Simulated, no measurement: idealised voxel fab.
process module | voxel capacitor over wiring
cross-section cut | 250 nm wide | cells 5 nm
A cross-section is a grid of square cells, given in bands from the top down. A band is one or more rows of cells.
Each band's line starts with the height of the band's top and of its bottom, in nm. Then come its materials from left to right, each with its width in nm. One material with "throughout" fills the band from edge to edge. "air" is empty space.
Height 0 is the level under which the wafer as received is all one material. The lowest band goes on downwards, as in "0 down".
A width such as "30 to 40" changes by the same amount from each row of cells to the next, from the band's top row to its bottom row.
"no change" after a step means that no cell of the cross-section changed.
closed voids: empty space of 8 cells or more with no open way to the top, each as width x height at its distance from the left edge, in nm
after a step's settings: what the simulator itself notes on the step
overlay nm, on a step with a mask: how far to the right of its planned place the mask lay; to the left if negative
plan
1 op RECEIVE | material Si
2 op CONFORMAL_DEP | material SiO2 | thk nm 10
3 op DIRECTIONAL_DEP | material TiN | thk nm 5
4 op DIRECTIONAL_DEP | material Ru | thk nm 25
5 op PATTERN | tone cover | mask id METAL_1 | material resist | width nm 30 | pitch nm 80 | thk nm 20 | overlay nm 0
6 op DIRECTIONAL_ETCH | etch materials Ru | depth nm 25
7 op DIRECTIONAL_ETCH | etch materials TiN | depth nm 5
8 op STRIP | etch materials resist
9 op CONFORMAL_DEP | material SiN | thk nm 5
10 op FILL_DEP | material SiO2 | thk nm 10
11 op CMP | height nm 40
12 op CONFORMAL_DEP | material SiCN | thk nm 5
13 op DIRECTIONAL_DEP | material SiO2 | thk nm 15
14 op PATTERN | tone open | mask id PLUG_1 | material resist | width nm 15 | thk nm 20 | overlay nm 0
15 op DIRECTIONAL_ETCH | etch materials SiO2 | depth nm 15
16 op DIRECTIONAL_ETCH | etch materials SiCN | depth nm 5
17 op STRIP | etch materials resist
18 op CONFORMAL_DEP | material TiN | thk nm 5
19 op FILL_DEP | material Cu | thk nm 5
20 op CMP | height nm 60
21 op DIRECTIONAL_DEP | material TiN | thk nm 5
22 op DIRECTIONAL_DEP | material SiN | thk nm 5
23 op DIRECTIONAL_DEP | material TiN | thk nm 10
24 op PATTERN | tone cover | mask id UPPER_PLATE | material resist | width nm 55 | thk nm 20 | overlay nm 0
25 op DIRECTIONAL_ETCH | etch materials TiN | depth nm 10
26 op DIRECTIONAL_ETCH | etch materials SiN | depth nm 5
27 op STRIP | etch materials resist
28 op PATTERN | tone cover | mask id LOWER_PLATE | material resist | width nm 65 | thk nm 15 | overlay nm 0
29 op DIRECTIONAL_ETCH | etch materials TiN | depth nm 5
30 op STRIP | etch materials resist
31 op FILL_DEP | material SiO2 | thk nm 20
32 op CMP | height nm 95
33 op DIRECTIONAL_DEP | material aC | thk nm 15
34 op PATTERN | tone open | mask id PLUG_2 | material resist | width nm 15 | thk nm 35 | overlay nm 0
35 op DIRECTIONAL_ETCH | etch materials aC | depth nm 15
36 op STRIP | etch materials resist
37 op DIRECTIONAL_ETCH | etch materials SiO2 | depth nm 15
38 op STRIP | etch materials aC
39 op CONFORMAL_DEP | material TiN | thk nm 5
40 op FILL_DEP | material W | thk nm 10
41 op CMP | height nm 95
42 op CONFORMAL_DEP | material SiN | thk nm 5
as received, after step 1
  0 down: Si throughout
  closed voids: none
a wafer at the end: this start, this plan, one mistake
  100 to 95: SiN throughout
  95 to 85: SiO2 95 | TiN 5 | W 5 | TiN 5 | SiO2 140
  85 to 80: SiO2 95 | TiN 15 | SiO2 140
  80 to 70: SiO2 85 | TiN 55 | SiO2 110
  70 to 65: SiO2 85 | SiN 55 | SiO2 110
  65 to 60: SiO2 80 | TiN 65 | SiO2 105
  60 to 45: SiO2 85 | TiN 5 | Cu 5 | TiN 5 | SiO2 150
  45 to 40: SiCN 85 | TiN 15 | SiCN 150
  40 to 35: SiO2 65 | SiN 40 | SiO2 40 | SiN 40 | SiO2 65
  35 to 15: SiO2 65 | SiN 5 | Ru 30 | SiN 5 | SiO2 40 | SiN 5 | Ru 30 | SiN 5 | SiO2 65
  15 to 10: SiN 70 | Ru 30 | SiN 50 | Ru 30 | SiN 70
  10 to 0: SiO2 throughout
  0 down: Si throughout
  closed voids: none
what went wrong: step 3 was left out
